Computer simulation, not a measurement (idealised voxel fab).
process module | voxel double patterning
cross-section cut | 260 nm wide | cells 5 nm
A cross-section is a grid of square cells, given in bands from the top down. A band is one or more rows of cells.
Each band's line starts with the height of the band's top and of its bottom, in nm. Then come its materials from left to right, each with its width in nm. One material with "throughout" fills the band from edge to edge. "air" is empty space.
Height 0 is the level under which the wafer as received is all one material. The lowest band goes on downwards, as in "0 down".
A width such as "30 to 40" changes by the same amount from each row of cells to the next, from the band's top row to its bottom row.
"no change" after a step means that no cell of the cross-section changed.
closed voids: empty space of 8 cells or more with no open way to the top, each as width x height at its distance from the left edge, in nm
after a step's settings: what the simulator itself notes on the step
overlay nm, on a step with a mask: how far to the right of its planned place the mask lay; to the left if negative
plan
1 op RECEIVE | material Si
2 op CONFORMAL_DEP | material SiN | thk nm 10
3 op DIRECTIONAL_DEP | material SiO2 | thk nm 15
4 op DIRECTIONAL_DEP | material SiCN | thk nm 10
5 op PATTERN | tone open | mask id FIRST | material resist | width nm 15 | pitch nm 50 | thk nm 15 | overlay nm 0
6 op DIRECTIONAL_ETCH | etch materials SiCN | depth nm 10
7 op STRIP | etch materials resist
8 op DIRECTIONAL_DEP | material aC | thk nm 15
9 op PATTERN | tone open | mask id SECOND | material resist | width nm 15 | thk nm 35 | overlay nm 0
10 op DIRECTIONAL_ETCH | etch materials aC | depth nm 15
11 op STRIP | etch materials resist
12 op DIRECTIONAL_ETCH | etch materials SiCN | depth nm 10
13 op STRIP | etch materials aC
14 op DIRECTIONAL_ETCH | etch materials SiO2 | depth nm 15
15 op STRIP | etch materials SiCN
as received, after step 1
  0 down: Si throughout
  closed voids: none
a wafer at the end: this start, this plan, one mistake
  25 to 10: air 120 | SiO2 15 | air 125
  10 to 0: SiN throughout
  0 down: Si throughout
  closed voids: none
what went wrong: step 9 ran as: op PATTERN | tone cover | mask id SECOND | material resist | width nm 15 | thk nm 35 | overlay nm 0
